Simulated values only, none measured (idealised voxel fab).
process module | voxel plated lines
cross-section cut | 235 nm wide | cells 5 nm
A cross-section is a grid of square cells, given in bands from the top down. A band is one or more rows of cells.
Each band's line starts with the height of the band's top and of its bottom, in nm. Then come its materials from left to right, each with its width in nm. One material with "throughout" fills the band from edge to edge. "air" is empty space.
Height 0 is the level under which the wafer as received is all one material. The lowest band goes on downwards, as in "0 down".
A width such as "30 to 40" changes by the same amount from each row of cells to the next, from the band's top row to its bottom row.
"no change" after a step means that no cell of the cross-section changed.
closed voids: empty space of 8 cells or more with no open way to the top, each as width x height at its distance from the left edge, in nm
after a step's settings: what the simulator itself notes on the step
overlay nm, on a step with a mask: how far to the right of its planned place the mask lay; to the left if negative
plan
1 op RECEIVE | material Si
2 op CONFORMAL_DEP | material SiO2 | thk nm 15
3 op DIRECTIONAL_DEP | material TiN | thk nm 5
4 op PATTERN | tone open | mask id LINES | material resist | width nm 25 | pitch nm 45 | thk nm 20 | overlay nm 0
5 op EPI | material Ru | thk nm 10
6 op STRIP | etch materials resist
7 op DIRECTIONAL_ETCH | etch materials TiN | depth nm 5
8 op CONFORMAL_DEP | material SiO2 | thk nm 5
first wafer, as planned
as received, after step 1
  0 down: Si throughout
  closed voids: none
after step 2
  15 to 0: SiO2 throughout
  below 0: unchanged
after step 3
  20 to 15: TiN throughout
  below 15: unchanged
after step 4
  40 to 20: resist 60 | air 25 | resist 20 | air 25 | resist 20 | air 25 | resist 60
  below 20: unchanged
after step 5
  40 to 30: resist 60 | air 25 | resist 20 | air 25 | resist 20 | air 25 | resist 60
  30 to 20: resist 60 | Ru 25 | resist 20 | Ru 25 | resist 20 | Ru 25 | resist 60
  below 20: unchanged
after step 6
  30 to 20: air 60 | Ru 25 | air 20 | Ru 25 | air 20 | Ru 25 | air 60
  below 20: unchanged
after step 7
  30 to 20: air 60 | Ru 25 | air 20 | Ru 25 | air 20 | Ru 25 | air 60
  20 to 15: air 60 | TiN 25 | air 20 | TiN 25 | air 20 | TiN 25 | air 60
  below 15: unchanged
after step 8
  35 to 30: air 55 | SiO2 35 | air 10 | SiO2 35 | air 10 | SiO2 35 | air 55
  30 to 20: air 55 | SiO2 5 | Ru 25 | SiO2 5 | air 10 | SiO2 5 | Ru 25 | SiO2 5 | air 10 | SiO2 5 | Ru 25 | SiO2 5 | air 55
  20 to 15: SiO2 60 | TiN 25 | SiO2 20 | TiN 25 | SiO2 20 | TiN 25 | SiO2 60
  below 15: unchanged
second wafer: like start, like plan, one mistake. Through step 3 it matches the first wafer
when step 4 should have ended
  40 to 20: resist 55 | air 25 | resist 20 | air 25 | resist 20 | air 25 | resist 65
  below 20: unchanged
when step 5 should have ended
  40 to 30: resist 55 | air 25 | resist 20 | air 25 | resist 20 | air 25 | resist 65
  30 to 20: resist 55 | Ru 25 | resist 20 | Ru 25 | resist 20 | Ru 25 | resist 65
  below 20: unchanged
when step 6 should have ended
  30 to 20: air 55 | Ru 25 | air 20 | Ru 25 | air 20 | Ru 25 | air 65
  below 20: unchanged
when step 7 should have ended
  30 to 20: air 55 | Ru 25 | air 20 | Ru 25 | air 20 | Ru 25 | air 65
  20 to 15: air 55 | TiN 25 | air 20 | TiN 25 | air 20 | TiN 25 | air 65
  below 15: unchanged
when step 8 should have ended
  35 to 30: air 50 | SiO2 35 | air 10 | SiO2 35 | air 10 | SiO2 35 | air 60
  30 to 20: air 50 | SiO2 5 | Ru 25 | SiO2 5 | air 10 | SiO2 5 | Ru 25 | SiO2 5 | air 10 | SiO2 5 | Ru 25 | SiO2 5 | air 60
  20 to 15: SiO2 55 | TiN 25 | SiO2 20 | TiN 25 | SiO2 20 | TiN 25 | SiO2 65
  below 15: unchanged
what went wrong: step 4 ran as: op PATTERN | tone open | mask id LINES | material resist | width nm 25 | pitch nm 45 | thk nm 20 | overlay nm -5
at the end the second wafer has, in cells: as many of each material as the first, in other places
